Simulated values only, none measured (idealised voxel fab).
Process module heading - voxel air gaps
The figure presents cross-section cut, which has a width of 180 nm and is divided into square cells with an edge length of 5 nm.
For the purposes of this document, a cross-section shall be understood as a grid of square cells, specified as bands listed in top-to-bottom order, each band consisting of one or more rows of cells. What a band's entry tells you: where the top is and where the bottom is, as heights in nm, and after that what lies inside, material by material from left to right, each with its width in nm. Empty space is written as the word "empty", and a single material marked with the word "edge to edge" occupies the band from edge to edge. Measure heights from 0. That's the level where, below it, the as-received wafer is all one material. The lowest band is bottomless and extends downward; write it as in "0 down". A width given as "30->40" starts at the first number in the band's top row and ends at the second number in its bottom row, shifting by an equal amount at every step from row to row. Any step labelled "all unchanged" changed none of the cells in the cross-section. "Fully enclosed voids" lists enclosed empty spaces (at least 8 cells, no open path upward to the top), each as width x height at distance from the left edge, in nm. What comes after the settings on a step's line is commentary from the simulator itself on that step. Each step line may optionally specify "overlay nm", which for a step with a mask gives the rightward distance between the mask's planned place and where it lay, a negative value indicating the leftward direction.

### Planned process steps
1,RECEIVE (material Si)
2,CONFORMAL_DEP (material SiO2; thk nm 10)
3,CONFORMAL_DEP (material SiN; thk nm 5)
4,DIRECTIONAL_DEP (material SiO2; thk nm 40)
5,MASKED_ETCH (tone open; mask id LINES; width nm 25; pitch nm 55; etch materials SiO2; depth nm 40; overlay nm -5)
6,CONFORMAL_DEP (material TiN; thk nm 5)
7,FILL_DEP (material Ru; thk nm 10)
8,CMP (height nm 55)
9,EPI (material Ru; thk nm 10)
10,SELECTIVE_ETCH (etch materials SiO2; depth nm 50)
11,CONFORMAL_DEP (material SiCN; thk nm 5)
Where the wafers of this document differ is in the overlay nm of step 5; they start out the same, and the plan states the value that applied to the first wafer.

### The first of several wafers in cross-section, exactly as it reached us after step 1
- 0 down = Si edge to edge
- Fully enclosed voids: none

### Here's the first of several wafers in cross-section, end of the module, after the last step, step 11
- 70 to 65 = SiCN 165 / empty 15
- 65 to 55 = SiCN 5 / Ru 45 / SiCN 10 / Ru 45 / SiCN 10 / Ru 45 / SiCN 5 / empty 15
- 55 to 50 = SiCN 15 / TiN 5 / Ru 15 / TiN 5 / SiCN 30 / TiN 5 / Ru 15 / TiN 5 / SiCN 30 / TiN 5 / Ru 15 / TiN 5 / SiCN 15 / empty 15
- 50 to 20 = empty 10 / SiCN 5 / TiN 5 / Ru 15 / TiN 5 / SiCN 5 / empty 20 / SiCN 5 / TiN 5 / Ru 15 / TiN 5 / SiCN 5 / empty 20 / SiCN 5 / TiN 5 / Ru 15 / TiN 5 / SiCN 5 / empty 25
- 20 to 15 = SiCN 15 / TiN 25 / SiCN 30 / TiN 25 / SiCN 30 / TiN 25 / SiCN 30
- 15 to 10 = SiN edge to edge
- 10 to 0 = SiO2 edge to edge
- 0 down = Si edge to edge
- Fully enclosed voids: 10 x 30 at 0; 20 x 30 at 45; 20 x 30 at 100

### Cross-sectional view of the final wafer of several at the module's end
- 70 to 65 = empty 15 / SiCN 165
- 65 to 55 = empty 15 / SiCN 5 / Ru 45 / SiCN 10 / Ru 45 / SiCN 10 / Ru 45 / SiCN 5
- 55 to 50 = empty 15 / SiCN 15 / TiN 5 / Ru 15 / TiN 5 / SiCN 30 / TiN 5 / Ru 15 / TiN 5 / SiCN 30 / TiN 5 / Ru 15 / TiN 5 / SiCN 15
- 50 to 20 = empty 25 / SiCN 5 / TiN 5 / Ru 15 / TiN 5 / SiCN 5 / empty 20 / SiCN 5 / TiN 5 / Ru 15 / TiN 5 / SiCN 5 / empty 20 / SiCN 5 / TiN 5 / Ru 15 / TiN 5 / SiCN 5 / empty 10
- 20 to 15 = SiCN 30 / TiN 25 / SiCN 30 / TiN 25 / SiCN 30 / TiN 25 / SiCN 15
- 15 to 10 = SiN edge to edge
- 10 to 0 = SiO2 edge to edge
- 0 down = Si edge to edge
- Fully enclosed voids: 20 x 30 at 60; 20 x 30 at 115; 10 x 30 at 170

### Every row in this table is a wafer at the end of the module, and it gives, for each of the materials, the cells that wafer has gained (+) or lost (-) since it was received, then its closed voids
overlay nm -5; +117 Ru; +120 SiCN; +36 SiN; +72 SiO2; +57 TiN; Fully enclosed voids: 10 x 30 at 0; 20 x 30 at 45; 20 x 30 at 100
overlay nm 0; +117 Ru; +120 SiCN; +36 SiN; +72 SiO2; +57 TiN; Fully enclosed voids: 20 x 30 at 50; 20 x 30 at 105
overlay nm 5; +117 Ru; +120 SiCN; +36 SiN; +72 SiO2; +57 TiN; Fully enclosed voids: 20 x 30 at 55; 20 x 30 at 110
overlay nm 10; +117 Ru; +120 SiCN; +36 SiN; +72 SiO2; +57 TiN; Fully enclosed voids: 20 x 30 at 60; 20 x 30 at 115; 10 x 30 at 170
